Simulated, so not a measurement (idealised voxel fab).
process module | voxel gate over fins
cross-section cut | 145 nm wide | cells 5 nm
A cross-section is a grid of square cells, given in bands from the top down. A band is one or more rows of cells.
Each band's line starts with the height of the band's top and of its bottom, in nm. Then come its materials from left to right, each with its width in nm. One material with "throughout" fills the band from edge to edge. "air" is empty space.
Height 0 is the level under which the wafer as received is all one material. The lowest band goes on downwards, as in "0 down".
A width such as "30 to 40" changes by the same amount from each row of cells to the next, from the band's top row to its bottom row.
"no change" after a step means that no cell of the cross-section changed.
closed voids: empty space of 8 cells or more with no open way to the top, each as width x height at its distance from the left edge, in nm
after a step's settings: what the simulator itself notes on the step
overlay nm, on a step with a mask: how far to the right of its planned place the mask lay; to the left if negative
plan
1 op RECEIVE | material Si
2 op CONFORMAL_DEP | material SiN | thk nm 10
3 op MASKED_ETCH | tone cover | mask id FINS | width nm 15 | pitch nm 45 | etch materials SiN | depth nm 10 | overlay nm 0
4 op MASKED_ETCH | tone cover | mask id FINS | width nm 15 | pitch nm 45 | etch materials Si | depth nm 35 | overlay nm 0
5 op OXIDIZE | depth nm 5
6 op FILL_DEP | material SiO2 | thk nm 10
7 op CMP | height nm 10
8 op SELECTIVE_ETCH | etch materials SiO2 | depth nm 25
9 op STRIP | etch materials SiN
10 op CONFORMAL_DEP | material HfO2 | thk nm 5
11 op CONFORMAL_DEP | material TiN | thk nm 5
12 op CONFORMAL_DEP | material TiAl | thk nm 5
13 op CONFORMAL_DEP | material TiN | thk nm 5
14 op FILL_DEP | material W | thk nm 10
15 op CMP | height nm 25
16 op CONFORMAL_DEP | material SiCN | thk nm 10
varied across the wafers: width nm of step 3. The plan shows the first wafer's value. All wafers start alike
first wafer as received, after step 1
  0 down: Si throughout
  closed voids: none
first wafer at the end, after step 16
  35 to 25: SiCN throughout
  25 to 20: W throughout
  20 to 15: W 5 | TiN 135 | W 5
  15 to 10: W 5 | TiN 5 | TiAl 35 | TiN 10 | TiAl 35 | TiN 10 | TiAl 35 | TiN 5 | W 5
  10 to 5: W 5 | TiN 5 | TiAl 5 | TiN 25 | TiAl 5 | TiN 10 | TiAl 5 | TiN 25 | TiAl 5 | TiN 10 | TiAl 5 | TiN 25 | TiAl 5 | TiN 5 | W 5
  5 to 0: TiN 10 | TiAl 5 | TiN 5 | HfO2 15 | TiN 5 | TiAl 5 | TiN 10 | TiAl 5 | TiN 5 | HfO2 15 | TiN 5 | TiAl 5 | TiN 10 | TiAl 5 | TiN 5 | HfO2 15 | TiN 5 | TiAl 5 | TiN 10
  0 to -5: TiAl 15 | TiN 5 | HfO2 5 | Si 5 | HfO2 5 | TiN 5 | TiAl 20 | TiN 5 | HfO2 5 | Si 5 | HfO2 5 | TiN 5 | TiAl 20 | TiN 5 | HfO2 5 | Si 5 | HfO2 5 | TiN 5 | TiAl 15
  -5 to -10: TiN 20 | HfO2 5 | Si 5 | HfO2 5 | TiN 30 | HfO2 5 | Si 5 | HfO2 5 | TiN 30 | HfO2 5 | Si 5 | HfO2 5 | TiN 20
  -10 to -15: HfO2 25 | Si 5 | HfO2 40 | Si 5 | HfO2 40 | Si 5 | HfO2 25
  -15 to -40: SiO2 25 | Si 5 | SiO2 40 | Si 5 | SiO2 40 | Si 5 | SiO2 25
  -40 down: Si throughout
  closed voids: none
last wafer at the end
  35 to 25: SiCN throughout
  25 to 20: W throughout
  20 to 15: TiN throughout
  15 to 10: TiN 5 | TiAl 135 | TiN 5
  10 to 5: TiN 5 | TiAl 5 | TiN 35 | TiAl 10 | TiN 35 | TiAl 10 | TiN 35 | TiAl 5 | TiN 5
  5 to 0: TiN 5 | TiAl 5 | TiN 5 | HfO2 25 | TiN 5 | TiAl 10 | TiN 5 | HfO2 25 | TiN 5 | TiAl 10 | TiN 5 | HfO2 25 | TiN 5 | TiAl 5 | TiN 5
  0 to -5: TiAl 10 | TiN 5 | HfO2 5 | Si 15 | HfO2 5 | TiN 5 | TiAl 10 | TiN 5 | HfO2 5 | Si 15 | HfO2 5 | TiN 5 | TiAl 10 | TiN 5 | HfO2 5 | Si 15 | HfO2 5 | TiN 5 | TiAl 10
  -5 to -10: TiN 15 | HfO2 5 | Si 15 | HfO2 5 | TiN 20 | HfO2 5 | Si 15 | HfO2 5 | TiN 20 | HfO2 5 | Si 15 | HfO2 5 | TiN 15
  -10 to -15: HfO2 20 | Si 15 | HfO2 30 | Si 15 | HfO2 30 | Si 15 | HfO2 20
  -15 to -40: SiO2 20 | Si 15 | SiO2 30 | Si 15 | SiO2 30 | Si 15 | SiO2 20
  -40 down: Si throughout
  closed voids: none
each wafer at the end: cells of each material gained (+) or lost (-) since it was received, then its closed voids
width nm 15 | +47 HfO2 | -208 Si | +58 SiCN | +130 SiO2 | +47 TiAl | +94 TiN | +35 W | closed voids: none
width nm 20 | +47 HfO2 | -184 Si | +58 SiCN | +115 SiO2 | +47 TiAl | +88 TiN | +32 W | closed voids: none
width nm 25 | +47 HfO2 | -160 Si | +58 SiCN | +100 SiO2 | +47 TiAl | +82 TiN | +29 W | closed voids: none
